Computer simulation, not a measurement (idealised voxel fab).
The following is a process module called voxel tone inversion.
This is section cut - it's 260 nm across, gridded in 5 nm square cells.
Heads up, the way a cross-section reads in here is a grid of square cells, handed over as bands from the top down, with every band being one or more rows of cells.
For a band, the entry starts with two heights in nm, that of the top and then that of the bottom, and carries on with the band's materials in order from left to right, each alongside its width in nm; the word "all across" beside a single material means it fills the band edge to edge, and "air" means empty space.
Heights are expressed relative to 0, this being the level below which the as-received wafer comprises one material exclusively. The lowest band is unbounded in the downward direction and is denoted as in "0 down".
Top row gets the first number, bottom row gets the second, and each row in between changes by the same step: that is how a band width like "30->40" works.
"no modification" for a step: no cell of the cross-section changed in that step.
So "Trapped void list" is basically the list of trapped voids: any empty space of 8 cells or more that can't reach the top through an opening. They're written width x height at distance, the distance being from the left edge, and it's all nm.
Whatever follows a step's settings on its line is a remark the simulator itself makes about that step.
Each step line may optionally specify "overlay nm", which for a step with a mask gives the rightward distance between the mask's planned place and where it lay, a negative value indicating the leftward direction.

# Steps planned for the process
1) RECEIVE, material Si
2) CONFORMAL_DEP, material SiCN, thk nm 5
3) DIRECTIONAL_DEP, material aC, thk nm 25
4) PATTERN, tone cover, mask id POSTS, material resist, width nm 15, pitch nm 45, thk nm 30, overlay nm 0
5) DIRECTIONAL_ETCH, etch materials aC, depth nm 25
6) STRIP, etch materials resist
7) FILL_DEP, material SiO2, thk nm 10
8) CMP, height nm 30
9) STRIP, etch materials aC
10) CONFORMAL_DEP, material TiN, thk nm 5
11) FILL_DEP, material Ru, thk nm 10
12) CMP, height nm 30
13) CONFORMAL_DEP, material SiCN, thk nm 5

# Step 1 complete: cross-section of the wafer as received
	0 down  Si all across
	Trapped void list: none

# End-of-module XS, first of two wafers, run as planned
	35 to 30  SiCN all across
	30 to 10  75 SiO2 / 5 TiN / 5 Ru / 5 TiN / 30 SiO2 / 5 TiN / 5 Ru / 5 TiN / 30 SiO2 / 5 TiN / 5 Ru / 5 TiN / 80 SiO2
	10 to 5  75 SiO2 / 15 TiN / 30 SiO2 / 15 TiN / 30 SiO2 / 15 TiN / 80 SiO2
	5 to 0  SiCN all across
	0 down  Si all across
	Trapped void list: none

# This is the second of the two wafers, cross-sectioned at the end of the module; it started exactly like the first and was given the same plan, but it was run with one mistake
	35 to 30  SiCN all across
	30 to 10  75 SiO2 / 5 TiN / 10 Ru / 5 TiN / 25 SiO2 / 5 TiN / 10 Ru / 5 TiN / 25 SiO2 / 5 TiN / 10 Ru / 5 TiN / 75 SiO2
	10 to 5  75 SiO2 / 20 TiN / 25 SiO2 / 20 TiN / 25 SiO2 / 20 TiN / 75 SiO2
	5 to 0  SiCN all across
	0 down  Si all across
	Trapped void list: none
Error vs. plan: step 4, actual vs plan mismatch, actual run PATTERN, tone cover, mask id POSTS, material resist, width nm 20, pitch nm 45, thk nm 30, overlay nm 0
In the final state, the cell counts of the second wafer exceed or fall short of those of the first for the following materials: Ru +12; SiO2 -15; TiN +3
